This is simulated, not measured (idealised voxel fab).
The following process module bears the name voxel capacitor over wiring.
Cross-section cut: width 160 nm, square cells of 5 nm.
Cross-section format: a grid of square cells, given as bands from top to bottom; each band is one or more rows of cells. First you get the band's top height and its bottom height, in nm, and then the materials it's made of, left to right, with each width in nm. If you see a single material with "all across", that one covers the band edge to edge. "air" is empty space. Measure heights from 0. That's the level where, below it, the as-received wafer is all one material. The lowest band is bottomless and extends downward; write it as in "0 down". Note: "30 to 40" means the width goes from the first number (top row of the band) to the second number (bottom row) in equal steps per row of cells. Reading "everything unchanged" for a step: not a cell of the cross-section changed in it. Heads up: "Sealed-off cavities" only lists the empty pockets with no open path to the top that are 8 cells or more, and it writes them as width x height at distance, distance from the left edge, in nm. after a step's settings: what the simulator itself notes on the step. Among the settings permitted on a step's line is "overlay nm"; applied to a step with a mask, it specifies the extent to which the mask lay to the right of its planned position, whereas a negative figure signifies a position to the left. Note: before/after cross-section pairs follow, one process step per pair, after-side truncated at the lowest changed band, step and settings given beneath. Different runs of this module on the same starting wafer may supply the pairs; a pair continues the one above only where the "Prior to processing" entry says so.
Prior to processing:
    70 to 65: SiN all across
    65 to 60: TiN all across
    60 to 50: 40 nm lowk / 5 nm TiN / 5 nm W / 5 nm TiN / 105 nm lowk
    50 to 45: 40 nm SiCN / 15 nm TiN / 105 nm SiCN
    45 to 40: 30 nm SiCN / 30 nm Ru / 40 nm SiCN / 30 nm Ru / 30 nm SiCN
    40 to 30: 35 nm SiO2 / 5 nm TiN / 10 nm Cu / 5 nm TiN / 50 nm SiO2 / 5 nm TiN / 10 nm Cu / 5 nm TiN / 35 nm SiO2
    30 to 25: 35 nm SiCN / 20 nm TiN / 50 nm SiCN / 20 nm TiN / 35 nm SiCN
    25 to 15: SiCN all across
    15 to 0: SiO2 all across
    0 down: Si all across
    Sealed-off cavities: none
Structure After Step:
    80 to 70: TiN all across
    Lower than 70, everything is as it was.
    Sealed-off cavities: none
Before/after cross-sections above; step in between: DIRECTIONAL_DEP | material TiN | thk nm 10
Prior to processing: the pre-step structure is the one depicted after the step in the pair just above.
Structure After Step:
    95 to 80: aC all across
    Lower than 80, everything is as it was.
    Sealed-off cavities: none
Before/after cross-sections above; step in between: DIRECTIONAL_DEP | material aC | thk nm 15
Prior to processing: the pre-step structure is the one depicted after the step in the pair just above.
Structure After Step:
    130 to 95: 40 nm air / 55 nm resist / 65 nm air
    Lower than 95, everything is as it was.
    Sealed-off cavities: none
Before/after cross-sections above; step in between: PATTERN | tone cover | mask id UPPER_PLATE | material resist | width nm 55 | thk nm 35 | overlay nm 0
Prior to processing: the pre-step structure is the one depicted after the step in the pair just above.
Structure After Step:
    115 to 95: 40 nm air / 55 nm resist / 65 nm air
    95 to 80: 40 nm air / 55 nm aC / 65 nm air
    Lower than 80, everything is as it was.
    Sealed-off cavities: none
Before/after cross-sections above; step in between: DIRECTIONAL_ETCH | etch materials aC | depth nm 15
Prior to processing: the pre-step structure is the one depicted after the step in the pair just above.
Structure After Step:
    95 to 80: 40 nm air / 55 nm aC / 65 nm air
    Lower than 80, everything is as it was.
    Sealed-off cavities: none
Before/after cross-sections above; step in between: STRIP | etch materials resist
Prior to processing: the pre-step structure is the one depicted after the step in the pair just above.
Structure After Step:
    95 to 80: 40 nm air / 55 nm aC / 65 nm air
    80 to 70: 40 nm air / 55 nm TiN / 65 nm air
    Lower than 70, everything is as it was.
    Sealed-off cavities: none
Before/after cross-sections above; step in between: DIRECTIONAL_ETCH | etch materials TiN | depth nm 10
Prior to processing: the pre-step structure is the one depicted after the step in the pair just above.
Structure After Step:
    95 to 80: 40 nm air / 55 nm aC / 65 nm air
    80 to 70: 40 nm air / 55 nm TiN / 65 nm air
    70 to 65: 40 nm air / 55 nm SiN / 65 nm air
    Lower than 65, everything is as it was.
    Sealed-off cavities: none
Before/after cross-sections above; step in between: DIRECTIONAL_ETCH | etch materials SiN | depth nm 5
Prior to processing: the pre-step structure is the one depicted after the step in the pair just above.
Structure After Step:
    80 to 70: 40 nm air / 55 nm TiN / 65 nm air
    Lower than 70, everything is as it was.
    Sealed-off cavities: none
Before/after cross-sections above; step in between: STRIP | etch materials aC
Prior to processing: the pre-step structure is the one depicted after the step in the pair just above.
Structure After Step:
    100 to 80: 35 nm air / 65 nm resist / 60 nm air
    80 to 70: 35 nm air / 5 nm resist / 55 nm TiN / 5 nm resist / 60 nm air
    70 to 65: 35 nm air / 5 nm resist / 55 nm SiN / 5 nm resist / 60 nm air
    Lower than 65, everything is as it was.
    Sealed-off cavities: none
Before/after cross-sections above; step in between: PATTERN | tone cover | mask id LOWER_PLATE | material resist | width nm 65 | thk nm 20 | overlay nm 0
Prior to processing: the pre-step structure is the one depicted after the step in the pair just above.
Structure After Step:
    100 to 80: 35 nm air / 65 nm resist / 60 nm air
    80 to 70: 35 nm air / 5 nm resist / 55 nm TiN / 5 nm resist / 60 nm air
    70 to 65: 35 nm air / 5 nm resist / 55 nm SiN / 5 nm resist / 60 nm air
    65 to 60: 35 nm air / 65 nm TiN / 60 nm air
    Lower than 60, everything is as it was.
    Sealed-off cavities: none
Before/after cross-sections above; step in between: DIRECTIONAL_ETCH | etch materials TiN | depth nm 5
Prior to processing: the pre-step structure is the one depicted after the step in the pair just above.
Structure After Step:
    80 to 70: 40 nm air / 55 nm TiN / 65 nm air
    70 to 65: 40 nm air / 55 nm SiN / 65 nm air
    Lower than 65, everything is as it was.
    Sealed-off cavities: none
Before/after cross-sections above; step in between: STRIP | etch materials resist
Prior to processing: the pre-step structure is the one depicted after the step in the pair just above.
Structure After Step:
    95 to 80: SiO2 all across
    80 to 70: 40 nm SiO2 / 55 nm TiN / 65 nm SiO2
    70 to 65: 40 nm SiO2 / 55 nm SiN / 65 nm SiO2
    65 to 60: 35 nm SiO2 / 65 nm TiN / 60 nm SiO2
    Lower than 60, everything is as it was.
    Sealed-off cavities: none
Before/after cross-sections above; step in between: FILL_DEP | material SiO2 | thk nm 15
Prior to processing: the pre-step structure is the one depicted after the step in the pair just above.
Structure After Step:
    90 to 80: SiO2 all across
    Lower than 80, everything is as it was.
    Sealed-off cavities: none
Before/after cross-sections above; step in between: CMP | height nm 90
Prior to processing: the pre-step structure is the one depicted after the step in the pair just above.
Structure After Step:
    90 to 80: 50 nm SiO2 / 15 nm air / 95 nm SiO2
    Lower than 80, everything is as it was.
    Sealed-off cavities: none
Before/after cross-sections above; step in between: MASKED_ETCH | tone open | mask id PLUG_2 | width nm 15 | etch materials SiO2 | depth nm 10 | overlay nm 0
Prior to processing: the pre-step structure is the one depicted after the step in the pair just above.
Structure After Step:
    95 to 90: 55 nm TiN / 5 nm air / 100 nm TiN
    90 to 85: 50 nm SiO2 / 5 nm TiN / 5 nm air / 5 nm TiN / 95 nm SiO2
    85 to 80: 50 nm SiO2 / 15 nm TiN / 95 nm SiO2
    Lower than 80, everything is as it was.
    Sealed-off cavities: none
Before/after cross-sections above; step in between: CONFORMAL_DEP | material TiN | thk nm 5
Prior to processing: the pre-step structure is the one depicted after the step in the pair just above.
Structure After Step:
    105 to 95: Cu all across
    95 to 90: 55 nm TiN / 5 nm Cu / 100 nm TiN
    90 to 85: 50 nm SiO2 / 5 nm TiN / 5 nm Cu / 5 nm TiN / 95 nm SiO2
    Lower than 85, everything is as it was.
    Sealed-off cavities: none
Before/after cross-sections above; step in between: FILL_DEP | material Cu | thk nm 10
Prior to processing: the pre-step structure is the one depicted after the step in the pair just above.
Structure After Step:
    90 to 85: 50 nm SiO2 / 5 nm TiN / 5 nm Cu / 5 nm TiN / 95 nm SiO2
    Lower than 85, everything is as it was.
    Sealed-off cavities: none
Before/after cross-sections above; step in between: CMP | height nm 90
Prior to processing: the pre-step structure is the one depicted after the step in the pair just above.
Structure After Step:
    95 to 90: SiN all across
    Lower than 90, everything is as it was.
    Sealed-off cavities: none
Before/after cross-sections above; step in between: CONFORMAL_DEP | material SiN | thk nm 5
Prior to processing:
    55 to 40: aC all across
    40 to 20: SiO2 all across
    20 to 15: SiCN all across
    15 to 0: SiO2 all across
    0 down: Si all across
    Sealed-off cavities: none
Structure After Step:
    90 to 55: 40 nm resist / 15 nm air / 55 nm resist / 15 nm air / 35 nm resist
    Lower than 55, everything is as it was.
    Sealed-off cavities: none
Before/after cross-sections above; step in between: PATTERN | tone open | mask id METAL_1 | material resist | width nm 15 | pitch nm 70 | thk nm 35 | overlay nm 0
Prior to processing: the pre-step structure is the one depicted after the step in the pair just above.
Structure After Step:
    75 to 55: 40 nm resist / 15 nm air / 55 nm resist / 15 nm air / 35 nm resist
    55 to 40: 40 nm aC / 15 nm air / 55 nm aC / 15 nm air / 35 nm aC
    Lower than 40, everything is as it was.
    Sealed-off cavities: none
Before/after cross-sections above; step in between: DIRECTIONAL_ETCH | etch materials aC | depth nm 15
Prior to processing: the pre-step structure is the one depicted after the step in the pair just above.
Structure After Step:
    55 to 40: 40 nm aC / 15 nm air / 55 nm aC / 15 nm air / 35 nm aC
    Lower than 40, everything is as it was.
    Sealed-off cavities: none
Before/after cross-sections above; step in between: STRIP | etch materials resist
Prior to processing: the pre-step structure is the one depicted after the step in the pair just above.
Structure After Step:
    55 to 40: 40 nm aC / 15 nm air / 55 nm aC / 15 nm air / 35 nm aC
    40 to 20: 40 nm SiO2 / 15 nm air / 55 nm SiO2 / 15 nm air / 35 nm SiO2
    Lower than 20, everything is as it was.
    Sealed-off cavities: none
Before/after cross-sections above; step in between: DIRECTIONAL_ETCH | etch materials SiO2 | depth nm 20
Prior to processing: the pre-step structure is the one depicted after the step in the pair just above.
Structure After Step:
    55 to 40: 40 nm aC / 15 nm air / 55 nm aC / 15 nm air / 35 nm aC
    40 to 20: 40 nm SiO2 / 15 nm air / 55 nm SiO2 / 15 nm air / 35 nm SiO2
    20 to 15: 40 nm SiCN / 15 nm air / 55 nm SiCN / 15 nm air / 35 nm SiCN
    Lower than 15, everything is as it was.
    Sealed-off cavities: none
Before/after cross-sections above; step in between: DIRECTIONAL_ETCH | etch materials SiCN | depth nm 5
Prior to processing: the pre-step structure is the one depicted after the step in the pair just above.
Structure After Step:
    40 to 20: 40 nm SiO2 / 15 nm air / 55 nm SiO2 / 15 nm air / 35 nm SiO2
    Lower than 20, everything is as it was.
    Sealed-off cavities: none
Before/after cross-sections above; step in between: STRIP | etch materials aC
Prior to processing: the pre-step structure is the one depicted after the step in the pair just above.
Structure After Step:
    45 to 40: 45 nm TiN / 5 nm air / 65 nm TiN / 5 nm air / 40 nm TiN
    40 to 20: 40 nm SiO2 / 5 nm TiN / 5 nm air / 5 nm TiN / 55 nm SiO2 / 5 nm TiN / 5 nm air / 5 nm TiN / 35 nm SiO2
    20 to 15: 40 nm SiCN / 15 nm TiN / 55 nm SiCN / 15 nm TiN / 35 nm SiCN
    Lower than 15, everything is as it was.
    Sealed-off cavities: none
Before/after cross-sections above; step in between: CONFORMAL_DEP | material TiN | thk nm 5
Prior to processing: the pre-step structure is the one depicted after the step in the pair just above.
Structure After Step:
    50 to 45: Cu all across
    45 to 40: 45 nm TiN / 5 nm Cu / 65 nm TiN / 5 nm Cu / 40 nm TiN
    40 to 20: 40 nm SiO2 / 5 nm TiN / 5 nm Cu / 5 nm TiN / 55 nm SiO2 / 5 nm TiN / 5 nm Cu / 5 nm TiN / 35 nm SiO2
    Lower than 20, everything is as it was.
    Sealed-off cavities: none
Before/after cross-sections above; step in between: FILL_DEP | material Cu | thk nm 5
Prior to processing: the pre-step structure is the one depicted after the step in the pair just above.
Structure After Step:
    40 to 20: 40 nm SiO2 / 5 nm TiN / 5 nm Cu / 5 nm TiN / 55 nm SiO2 / 5 nm TiN / 5 nm Cu / 5 nm TiN / 35 nm SiO2
    Lower than 20, everything is as it was.
    Sealed-off cavities: none
Before/after cross-sections above; step in between: CMP | height nm 40
Prior to processing: the pre-step structure is the one depicted after the step in the pair just above.
Structure After Step:
    45 to 40: 35 nm air / 25 nm Ru / 45 nm air / 25 nm Ru / 30 nm air
    Lower than 40, everything is as it was.
    Sealed-off cavities: none
Before/after cross-sections above; step in between: EPI | material Ru | thk nm 5
Prior to processing: the pre-step structure is the one depicted after the step in the pair just above.
Structure After Step:
    50 to 45: SiCN all across
    45 to 40: 35 nm SiCN / 25 nm Ru / 45 nm SiCN / 25 nm Ru / 30 nm SiCN
    Lower than 40, everything is as it was.
    Sealed-off cavities: none
Before/after cross-sections above; step in between: FILL_DEP | material SiCN | thk nm 5
Prior to processing: the pre-step structure is the one depicted after the step in the pair just above.
Structure After Step:
    60 to 50: lowk all across
    Lower than 50, everything is as it was.
    Sealed-off cavities: none
Before/after cross-sections above; step in between: DIRECTIONAL_DEP | material lowk | thk nm 10
Prior to processing: the pre-step structure is the one depicted after the step in the pair just above.
Structure After Step:
    80 to 60: 40 nm resist / 15 nm air / 105 nm resist
    Lower than 60, everything is as it was.
    Sealed-off cavities: none
Before/after cross-sections above; step in between: PATTERN | tone open | mask id PLUG_1 | material resist | width nm 15 | thk nm 20 | overlay nm 0
Prior to processing: the pre-step structure is the one depicted after the step in the pair just above.
Structure After Step:
    80 to 60: 40 nm resist / 15 nm air / 105 nm resist
    60 to 50: 40 nm lowk / 15 nm air / 105 nm lowk
    Lower than 50, everything is as it was.
    Sealed-off cavities: none
Before/after cross-sections above; step in between: DIRECTIONAL_ETCH | etch materials lowk | depth nm 10
Prior to processing: the pre-step structure is the one depicted after the step in the pair just above.
Structure After Step:
    80 to 60: 40 nm resist / 15 nm air / 105 nm resist
    60 to 50: 40 nm lowk / 15 nm air / 105 nm lowk
    50 to 45: 40 nm SiCN / 15 nm air / 105 nm SiCN
    Lower than 45, everything is as it was.
    Sealed-off cavities: none
Before/after cross-sections above; step in between: DIRECTIONAL_ETCH | etch materials SiCN | depth nm 5
Prior to processing: the pre-step structure is the one depicted after the step in the pair just above.
Structure After Step:
    60 to 50: 40 nm lowk / 15 nm air / 105 nm lowk
    Lower than 50, everything is as it was.
    Sealed-off cavities: none
Before/after cross-sections above; step in between: STRIP | etch materials resist
Prior to processing: the pre-step structure is the one depicted after the step in the pair just above.
Structure After Step:
    65 to 60: 45 nm TiN / 5 nm air / 110 nm TiN
    60 to 50: 40 nm lowk / 5 nm TiN / 5 nm air / 5 nm TiN / 105 nm lowk
    50 to 45: 40 nm SiCN / 15 nm TiN / 105 nm SiCN
    Lower than 45, everything is as it was.
    Sealed-off cavities: none
Before/after cross-sections above; step in between: CONFORMAL_DEP | material TiN | thk nm 5
Prior to processing: the pre-step structure is the one depicted after the step in the pair just above.
Structure After Step:
    70 to 65: W all across
    65 to 60: 45 nm TiN / 5 nm W / 110 nm TiN
    60 to 50: 40 nm lowk / 5 nm TiN / 5 nm W / 5 nm TiN / 105 nm lowk
    Lower than 50, everything is as it was.
    Sealed-off cavities: none
Before/after cross-sections above; step in between: FILL_DEP | material W | thk nm 5
Prior to processing: the pre-step structure is the one depicted after the step in the pair just above.
Structure After Step:
    60 to 50: 40 nm lowk / 5 nm TiN / 5 nm W / 5 nm TiN / 105 nm lowk
    Lower than 50, everything is as it was.
    Sealed-off cavities: none
Before/after cross-sections above; step in between: CMP | height nm 60
Prior to processing: the pre-step structure is the one depicted after the step in the pair just above.
Structure After Step:
    65 to 60: TiN all across
    Lower than 60, everything is as it was.
    Sealed-off cavities: none
Before/after cross-sections above; step in between: DIRECTIONAL_DEP | material TiN | thk nm 5
Prior to processing: the pre-step structure is the one depicted after the step in the pair just above.
Structure After Step:
    70 to 65: SiN all across
    Lower than 65, everything is as it was.
    Sealed-off cavities: none
Before/after cross-sections above; step in between: DIRECTIONAL_DEP | material SiN | thk nm 5
Prior to processing: the pre-step structure is the one depicted after the step in the pair just above.
Structure After Step:
    80 to 70: TiN all across
    Lower than 70, everything is as it was.
    Sealed-off cavities: none
Before/after cross-sections above; step in between: DIRECTIONAL_DEP | material TiN | thk nm 10
Prior to processing: the pre-step structure is the one depicted after the step in the pair just above.
Structure After Step:
    95 to 80: aC all across
    Lower than 80, everything is as it was.
    Sealed-off cavities: none
Before/after cross-sections above; step in between: DIRECTIONAL_DEP | material aC | thk nm 15
Prior to processing: the pre-step structure is the one depicted after the step in the pair just above.
Structure After Step:
    130 to 95: 40 nm air / 55 nm resist / 65 nm air
    Lower than 95, everything is as it was.
    Sealed-off cavities: none
Before/after cross-sections above; step in between: PATTERN | tone cover | mask id UPPER_PLATE | material resist | width nm 55 | thk nm 35 | overlay nm 0
Prior to processing: the pre-step structure is the one depicted after the step in the pair just above.
Structure After Step:
    115 to 95: 40 nm air / 55 nm resist / 65 nm air
    95 to 80: 40 nm air / 55 nm aC / 65 nm air
    Lower than 80, everything is as it was.
    Sealed-off cavities: none
Before/after cross-sections above; step in between: DIRECTIONAL_ETCH | etch materials aC | depth nm 15
Prior to processing: the pre-step structure is the one depicted after the step in the pair just above.
Structure After Step:
    95 to 80: 40 nm air / 55 nm aC / 65 nm air
    Lower than 80, everything is as it was.
    Sealed-off cavities: none
Before/after cross-sections above; step in between: STRIP | etch materials resist
Prior to processing: the pre-step structure is the one depicted after the step in the pair just above.
Structure After Step:
    95 to 80: 40 nm air / 55 nm aC / 65 nm air
    80 to 70: 40 nm air / 55 nm TiN / 65 nm air
    Lower than 70, everything is as it was.
    Sealed-off cavities: none
Before/after cross-sections above; step in between: DIRECTIONAL_ETCH | etch materials TiN | depth nm 10
Prior to processing: the pre-step structure is the one depicted after the step in the pair just above.
Structure After Step:
    95 to 80: 40 nm air / 55 nm aC / 65 nm air
    80 to 70: 40 nm air / 55 nm TiN / 65 nm air
    70 to 65: 40 nm air / 55 nm SiN / 65 nm air
    Lower than 65, everything is as it was.
    Sealed-off cavities: none
Before/after cross-sections above; step in between: DIRECTIONAL_ETCH | etch materials SiN | depth nm 5
Prior to processing: the pre-step structure is the one depicted after the step in the pair just above.
Structure After Step:
    80 to 70: 40 nm air / 55 nm TiN / 65 nm air
    Lower than 70, everything is as it was.
    Sealed-off cavities: none
Before/after cross-sections above; step in between: STRIP | etch materials aC
Prior to processing: the pre-step structure is the one depicted after the step in the pair just above.
Structure After Step:
    100 to 80: 35 nm air / 65 nm resist / 60 nm air
    80 to 70: 35 nm air / 5 nm resist / 55 nm TiN / 5 nm resist / 60 nm air
    70 to 65: 35 nm air / 5 nm resist / 55 nm SiN / 5 nm resist / 60 nm air
    Lower than 65, everything is as it was.
    Sealed-off cavities: none
Before/after cross-sections above; step in between: PATTERN | tone cover | mask id LOWER_PLATE | material resist | width nm 65 | thk nm 20 | overlay nm 0
Prior to processing: the pre-step structure is the one depicted after the step in the pair just above.
Structure After Step:
    100 to 80: 35 nm air / 65 nm resist / 60 nm air
    80 to 70: 35 nm air / 5 nm resist / 55 nm TiN / 5 nm resist / 60 nm air
    70 to 65: 35 nm air / 5 nm resist / 55 nm SiN / 5 nm resist / 60 nm air
    65 to 60: 35 nm air / 65 nm TiN / 60 nm air
    Lower than 60, everything is as it was.
    Sealed-off cavities: none
Before/after cross-sections above; step in between: DIRECTIONAL_ETCH | etch materials TiN | depth nm 5
Prior to processing: the pre-step structure is the one depicted after the step in the pair just above.
Structure After Step:
    80 to 70: 40 nm air / 55 nm TiN / 65 nm air
    70 to 65: 40 nm air / 55 nm SiN / 65 nm air
    Lower than 65, everything is as it was.
    Sealed-off cavities: none
Before/after cross-sections above; step in between: STRIP | etch materials resist
Prior to processing: the pre-step structure is the one depicted after the step in the pair just above.
Structure After Step:
    95 to 80: SiO2 all across
    80 to 70: 40 nm SiO2 / 55 nm TiN / 65 nm SiO2
    70 to 65: 40 nm SiO2 / 55 nm SiN / 65 nm SiO2
    65 to 60: 35 nm SiO2 / 65 nm TiN / 60 nm SiO2
    Lower than 60, everything is as it was.
    Sealed-off cavities: none
Before/after cross-sections above; step in between: FILL_DEP | material SiO2 | thk nm 15
Prior to processing: the pre-step structure is the one depicted after the step in the pair just above.
Structure After Step:
    90 to 80: SiO2 all across
    Lower than 80, everything is as it was.
    Sealed-off cavities: none
Before/after cross-sections above; step in between: CMP | height nm 90
Prior to processing: the pre-step structure is the one depicted after the step in the pair just above.
Structure After Step:
    90 to 80: 50 nm SiO2 / 15 nm air / 95 nm SiO2
    Lower than 80, everything is as it was.
    Sealed-off cavities: none
Before/after cross-sections above; step in between: MASKED_ETCH | tone open | mask id PLUG_2 | width nm 15 | etch materials SiO2 | depth nm 10 | overlay nm 0
Prior to processing: the pre-step structure is the one depicted after the step in the pair just above.
Structure After Step:
    95 to 90: 55 nm TiN / 5 nm air / 100 nm TiN
    90 to 85: 50 nm SiO2 / 5 nm TiN / 5 nm air / 5 nm TiN / 95 nm SiO2
    85 to 80: 50 nm SiO2 / 15 nm TiN / 95 nm SiO2
    Lower than 80, everything is as it was.
    Sealed-off cavities: none
Before/after cross-sections above; step in between: CONFORMAL_DEP | material TiN | thk nm 5
Prior to processing: the pre-step structure is the one depicted after the step in the pair just above.
Structure After Step:
    105 to 95: Cu all across
    95 to 90: 55 nm TiN / 5 nm Cu / 100 nm TiN
    90 to 85: 50 nm SiO2 / 5 nm TiN / 5 nm Cu / 5 nm TiN / 95 nm SiO2
    Lower than 85, everything is as it was.
    Sealed-off cavities: none
Before/after cross-sections above; step in between: FILL_DEP | material Cu | thk nm 10
Prior to processing: the pre-step structure is the one depicted after the step in the pair just above.
Structure After Step:
    90 to 85: 50 nm SiO2 / 5 nm TiN / 5 nm Cu / 5 nm TiN / 95 nm SiO2
    Lower than 85, everything is as it was.
    Sealed-off cavities: none
Before/after cross-sections above; step in between: CMP | height nm 90
Prior to processing: the pre-step structure is the one depicted after the step in the pair just above.
Structure After Step:
    95 to 90: SiN all across
    Lower than 90, everything is as it was.
    Sealed-off cavities: none
Before/after cross-sections above; step in between: CONFORMAL_DEP | material SiN | thk nm 5
Prior to processing:
    95 to 80: aC all across
    80 to 70: TiN all across
    70 to 65: SiN all across
    65 to 60: TiN all across
    60 to 50: 40 nm lowk / 5 nm TiN / 5 nm W / 5 nm TiN / 105 nm lowk
    50 to 45: 40 nm SiCN / 15 nm TiN / 105 nm SiCN
    45 to 40: 30 nm SiCN / 30 nm Ru / 40 nm SiCN / 30 nm Ru / 30 nm SiCN
    40 to 20: 35 nm SiO2 / 5 nm TiN / 10 nm Cu / 5 nm TiN / 50 nm SiO2 / 5 nm TiN / 10 nm Cu / 5 nm TiN / 35 nm SiO2
    20 to 15: 35 nm SiCN / 20 nm TiN / 50 nm SiCN / 20 nm TiN / 35 nm SiCN
    15 to 0: SiO2 all across
    0 down: Si all across
    Sealed-off cavities: none
Structure After Step:
    130 to 95: 35 nm air / 55 nm resist / 70 nm air
    Lower than 95, everything is as it was.
    Sealed-off cavities: none
Before/after cross-sections above; step in between: PATTERN | tone cover | mask id UPPER_PLATE | material resist | width nm 55 | thk nm 35 | overlay nm -5
Prior to processing: the pre-step structure is the one depicted after the step in the pair just above.
Structure After Step:
    115 to 95: 35 nm air / 55 nm resist / 70 nm air
    95 to 80: 35 nm air / 55 nm aC / 70 nm air
    Lower than 80, everything is as it was.
    Sealed-off cavities: none
Before/after cross-sections above; step in between: DIRECTIONAL_ETCH | etch materials aC | depth nm 15
Prior to processing: the pre-step structure is the one depicted after the step in the pair just above.
Structure After Step:
    95 to 80: 35 nm air / 55 nm aC / 70 nm air
    Lower than 80, everything is as it was.
    Sealed-off cavities: none
Before/after cross-sections above; step in between: STRIP | etch materials resist
Prior to processing: the pre-step structure is the one depicted after the step in the pair just above.
Structure After Step:
    95 to 80: 35 nm air / 55 nm aC / 70 nm air
    80 to 70: 35 nm air / 55 nm TiN / 70 nm air
    Lower than 70, everything is as it was.
    Sealed-off cavities: none
Before/after cross-sections above; step in between: DIRECTIONAL_ETCH | etch materials TiN | depth nm 10
Prior to processing: the pre-step structure is the one depicted after the step in the pair just above.
Structure After Step:
    95 to 80: 35 nm air / 55 nm aC / 70 nm air
    80 to 70: 35 nm air / 55 nm TiN / 70 nm air
    70 to 65: 35 nm air / 55 nm SiN / 70 nm air
    Lower than 65, everything is as it was.
    Sealed-off cavities: none
Before/after cross-sections above; step in between: DIRECTIONAL_ETCH | etch materials SiN | depth nm 5
Prior to processing: the pre-step structure is the one depicted after the step in the pair just above.
Structure After Step:
    80 to 70: 35 nm air / 55 nm TiN / 70 nm air
    Lower than 70, everything is as it was.
    Sealed-off cavities: none
Before/after cross-sections above; step in between: STRIP | etch materials aC
Prior to processing: the pre-step structure is the one depicted after the step in the pair just above.
Structure After Step:
    100 to 80: 35 nm air / 65 nm resist / 60 nm air
    80 to 70: 35 nm air / 55 nm TiN / 10 nm resist / 60 nm air
    70 to 65: 35 nm air / 55 nm SiN / 10 nm resist / 60 nm air
    Lower than 65, everything is as it was.
    Sealed-off cavities: none
Before/after cross-sections above; step in between: PATTERN | tone cover | mask id LOWER_PLATE | material resist | width nm 65 | thk nm 20 | overlay nm 0
Prior to processing: the pre-step structure is the one depicted after the step in the pair just above.
Structure After Step:
    100 to 80: 35 nm air / 65 nm resist / 60 nm air
    80 to 70: 35 nm air / 55 nm TiN / 10 nm resist / 60 nm air
    70 to 65: 35 nm air / 55 nm SiN / 10 nm resist / 60 nm air
    65 to 60: 35 nm air / 65 nm TiN / 60 nm air
    Lower than 60, everything is as it was.
    Sealed-off cavities: none
Before/after cross-sections above; step in between: DIRECTIONAL_ETCH | etch materials TiN | depth nm 5
Prior to processing: the pre-step structure is the one depicted after the step in the pair just above.
Structure After Step:
    80 to 70: 35 nm air / 55 nm TiN / 70 nm air
    70 to 65: 35 nm air / 55 nm SiN / 70 nm air
    Lower than 65, everything is as it was.
    Sealed-off cavities: none
Before/after cross-sections above; step in between: STRIP | etch materials resist
Prior to processing: the pre-step structure is the one depicted after the step in the pair just above.
Structure After Step:
    95 to 80: SiO2 all across
    80 to 70: 35 nm SiO2 / 55 nm TiN / 70 nm SiO2
    70 to 65: 35 nm SiO2 / 55 nm SiN / 70 nm SiO2
    65 to 60: 35 nm SiO2 / 65 nm TiN / 60 nm SiO2
    Lower than 60, everything is as it was.
    Sealed-off cavities: none
Before/after cross-sections above; step in between: FILL_DEP | material SiO2 | thk nm 15
Prior to processing: the pre-step structure is the one depicted after the step in the pair just above.
Structure After Step:
    90 to 80: SiO2 all across
    Lower than 80, everything is as it was.
    Sealed-off cavities: none
Before/after cross-sections above; step in between: CMP | height nm 90
Prior to processing: the pre-step structure is the one depicted after the step in the pair just above.
Structure After Step:
    90 to 80: 50 nm SiO2 / 15 nm air / 95 nm SiO2
    Lower than 80, everything is as it was.
    Sealed-off cavities: none
Before/after cross-sections above; step in between: MASKED_ETCH | tone open | mask id PLUG_2 | width nm 15 | etch materials SiO2 | depth nm 10 | overlay nm 0
Prior to processing: the pre-step structure is the one depicted after the step in the pair just above.
Structure After Step:
    95 to 90: 55 nm TiN / 5 nm air / 100 nm TiN
    90 to 85: 50 nm SiO2 / 5 nm TiN / 5 nm air / 5 nm TiN / 95 nm SiO2
    85 to 80: 50 nm SiO2 / 15 nm TiN / 95 nm SiO2
    Lower than 80, everything is as it was.
    Sealed-off cavities: none
Before/after cross-sections above; step in between: CONFORMAL_DEP | material TiN | thk nm 5
Prior to processing: the pre-step structure is the one depicted after the step in the pair just above.
Structure After Step:
    105 to 95: Cu all across
    95 to 90: 55 nm TiN / 5 nm Cu / 100 nm TiN
    90 to 85: 50 nm SiO2 / 5 nm TiN / 5 nm Cu / 5 nm TiN / 95 nm SiO2
    Lower than 85, everything is as it was.
    Sealed-off cavities: none
Before/after cross-sections above; step in between: FILL_DEP | material Cu | thk nm 10
Prior to processing: the pre-step structure is the one depicted after the step in the pair just above.
Structure After Step:
    90 to 85: 50 nm SiO2 / 5 nm TiN / 5 nm Cu / 5 nm TiN / 95 nm SiO2
    Lower than 85, everything is as it was.
    Sealed-off cavities: none
Before/after cross-sections above; step in between: CMP | height nm 90
Prior to processing: the pre-step structure is the one depicted after the step in the pair just above.
Structure After Step:
    95 to 90: SiN all across
    Lower than 90, everything is as it was.
    Sealed-off cavities: none
Before/after cross-sections above; step in between: CONFORMAL_DEP | material SiN | thk nm 5
Prior to processing:
    60 to 50: 40 nm lowk / 5 nm TiN / 5 nm W / 5 nm TiN / 105 nm lowk
    50 to 45: 40 nm SiCN / 15 nm TiN / 105 nm SiCN
    45 to 40: 30 nm SiCN / 30 nm Ru / 40 nm SiCN / 30 nm Ru / 30 nm SiCN
    40 to 20: 35 nm SiO2 / 5 nm TiN / 10 nm Cu / 5 nm TiN / 50 nm SiO2 / 5 nm TiN / 10 nm Cu / 5 nm TiN / 35 nm SiO2
    20 to 15: 35 nm SiCN / 20 nm TiN / 50 nm SiCN / 20 nm TiN / 35 nm SiCN
    15 to 0: SiO2 all across
    0 down: Si all across
    Sealed-off cavities: none
Structure After Step:
    65 to 60: Ru all across
    Lower than 60, everything is as it was.
    Sealed-off cavities: none
Before/after cross-sections above; step in between: DIRECTIONAL_DEP | material Ru | thk nm 5
Prior to processing: the pre-step structure is the one depicted after the step in the pair just above.
Structure After Step:
    70 to 65: SiN all across
    Lower than 65, everything is as it was.
    Sealed-off cavities: none
Before/after cross-sections above; step in between: DIRECTIONAL_DEP | material SiN | thk nm 5
Prior to processing: the pre-step structure is the one depicted after the step in the pair just above.
Structure After Step:
    80 to 70: TiN all across
    Lower than 70, everything is as it was.
    Sealed-off cavities: none
Before/after cross-sections above; step in between: DIRECTIONAL_DEP | material TiN | thk nm 10
Prior to processing: the pre-step structure is the one depicted after the step in the pair just above.
Structure After Step:
    95 to 80: aC all across
    Lower than 80, everything is as it was.
    Sealed-off cavities: none
Before/after cross-sections above; step in between: DIRECTIONAL_DEP | material aC | thk nm 15
Prior to processing: the pre-step structure is the one depicted after the step in the pair just above.
Structure After Step:
    130 to 95: 40 nm air / 55 nm resist / 65 nm air
    Lower than 95, everything is as it was.
    Sealed-off cavities: none
Before/after cross-sections above; step in between: PATTERN | tone cover | mask id UPPER_PLATE | material resist | width nm 55 | thk nm 35 | overlay nm 0
Prior to processing: the pre-step structure is the one depicted after the step in the pair just above.
Structure After Step:
    115 to 95: 40 nm air / 55 nm resist / 65 nm air
    95 to 80: 40 nm air / 55 nm aC / 65 nm air
    Lower than 80, everything is as it was.
    Sealed-off cavities: none
Before/after cross-sections above; step in between: DIRECTIONAL_ETCH | etch materials aC | depth nm 15
